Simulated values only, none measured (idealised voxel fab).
process module | voxel ribs on slabs
cross-section cut | 265 nm wide | cells 5 nm
A cross-section is a grid of square cells, given in bands from the top down. A band is one or more rows of cells.
Each band's line starts with the height of the band's top and of its bottom, in nm. Then come its materials from left to right, each with its width in nm. One material with "throughout" fills the band from edge to edge. "air" is empty space.
Height 0 is the level under which the wafer as received is all one material. The lowest band goes on downwards, as in "0 down".
A width such as "30 to 40" changes by the same amount from each row of cells to the next, from the band's top row to its bottom row.
"no change" after a step means that no cell of the cross-section changed.
closed voids: empty space of 8 cells or more with no open way to the top, each as width x height at its distance from the left edge, in nm
after a step's settings: what the simulator itself notes on the step
overlay nm, on a step with a mask: how far to the right of its planned place the mask lay; to the left if negative
plan
1 op RECEIVE | material Si
2 op DIRECTIONAL_DEP | material SiO2 | thk nm 20
3 op DIRECTIONAL_DEP | material polySi | thk nm 20
4 op DIRECTIONAL_DEP | material aC | thk nm 15
5 op PATTERN | tone cover | mask id RIB | material resist | width nm 20 | thk nm 30 | overlay nm 0
6 op DIRECTIONAL_ETCH | etch materials aC | depth nm 15
7 op STRIP | etch materials resist
8 op DIRECTIONAL_ETCH | etch materials polySi | depth nm 10
9 op STRIP | etch materials aC
10 op MASKED_ETCH | tone cover | mask id SLAB | width nm 40 | etch materials polySi | depth nm 10 | overlay nm 0
11 op FILL_DEP | material SiO2 | thk nm 15
12 op CMP | height nm 50
13 op DIRECTIONAL_DEP | material W | thk nm 10
14 op MASKED_ETCH | tone cover | mask id HEATER | width nm 30 | etch materials W | depth nm 10 | overlay nm 0
15 op CONFORMAL_DEP | material SiN | thk nm 5
varied across the wafers: width nm of step 10. The plan shows the first wafer's value. All wafers start alike
first wafer as received, after step 1
  0 down: Si throughout
  closed voids: none
each wafer at the end: cells of each material gained (+) or lost (-) since it was received, then its closed voids
width nm 40 | +57 SiN | +506 SiO2 | +12 W | +24 polySi | closed voids: none
width nm 45 | +57 SiN | +504 SiO2 | +12 W | +26 polySi | closed voids: none
width nm 50 | +57 SiN | +502 SiO2 | +12 W | +28 polySi | closed voids: none
width nm 55 | +57 SiN | +500 SiO2 | +12 W | +30 polySi | closed voids: none
width nm 60 | +57 SiN | +498 SiO2 | +12 W | +32 polySi | closed voids: none
width nm 65 | +57 SiN | +496 SiO2 | +12 W | +34 polySi | closed voids: none
